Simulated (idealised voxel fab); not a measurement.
Process module under the name voxel air gaps
Pictured: cross-section cut, 270 nm wide, on a grid of 5 nm square cells.
Bands, listed from the top down, are how a cross-section gets written in this document; the cross-section itself is a grid of square cells, and a band is one or more rows of them. This entry defines a band. It first specifies the height of the band's top and the height of its bottom in nm, and then specifies the band's materials from left to right, stating each material with its width in nm. The word "full width" identifies a single material that fills the band from edge to edge, while the word "empty" identifies empty space. All heights in this document are referenced to 0, defined as the level beneath which the wafer, as received, consists entirely of one material. The lowest band is not bounded below; it extends indefinitely downward and is written in the form "z 0 and below". The notation "30->40" denotes a width that varies across the rows of cells in the band, beginning at the first number in the top row, finishing at the second number in the bottom row, and changing by an identical amount from each row to the next. "remained the same", as given for a step, is the statement that not any cell of the cross-section underwent a change during that step. Listed in "Voids lacking openings": every empty space of 8 or more cells without an open way to the top. Form: width x height at distance, the distance being from the left edge, all in nm. If you see something after the settings on a step's line, that's the simulator's own remark about that step. overlay nm: step with mask; distance mask lay right of planned place; negative value = left of planned place.
# Set out below are the planned steps of the process
step 1: RECEIVE: material Si
step 2: CONFORMAL_DEP: material SiO2, thk nm 10
step 3: CONFORMAL_DEP: material SiN, thk nm 5
step 4: DIRECTIONAL_DEP: material SiO2, thk nm 35
step 5: MASKED_ETCH: tone open, mask id LINES, width nm 20, pitch nm 45, etch materials SiO2, depth nm 35, overlay nm 0
step 6: CONFORMAL_DEP: material TiN, thk nm 5
step 7: FILL_DEP: material W, thk nm 5
step 8: CMP: height nm 50
step 9: EPI: material Ru, thk nm 10
step 10: SELECTIVE_ETCH: etch materials SiO2, depth nm 45
step 11: CONFORMAL_DEP: material SiCN, thk nm 5
# As received (post step 1): cross-section
> z 0 and below | Si full width
> Voids lacking openings: none
# End-of-module cross-section. Starting structure and process plan as above; one mistake made in running it
> z 65 to 60 | SiCN full width
> z 60 to 50 | Ru full width
> z 50 to 45 | W full width
> z 45 to 40 | TiN 60 nm; W 10 nm; TiN 35 nm; W 10 nm; TiN 35 nm; W 10 nm; TiN 35 nm; W 10 nm; TiN 65 nm
> z 40 to 10 | SiO2 55 nm; TiN 5 nm; W 10 nm; TiN 5 nm; SiO2 25 nm; TiN 5 nm; W 10 nm; TiN 5 nm; SiO2 25 nm; TiN 5 nm; W 10 nm; TiN 5 nm; SiO2 25 nm; TiN 5 nm; W 10 nm; TiN 5 nm; SiO2 60 nm
> z 10 to 5 | SiO2 55 nm; TiN 20 nm; SiO2 25 nm; TiN 20 nm; SiO2 25 nm; TiN 20 nm; SiO2 25 nm; TiN 20 nm; SiO2 60 nm
> z 5 to 0 | SiN full width
> z 0 and below | Si full width
> Voids lacking openings: none
Diagnosis: step 2 of the plan: omitted, not performed
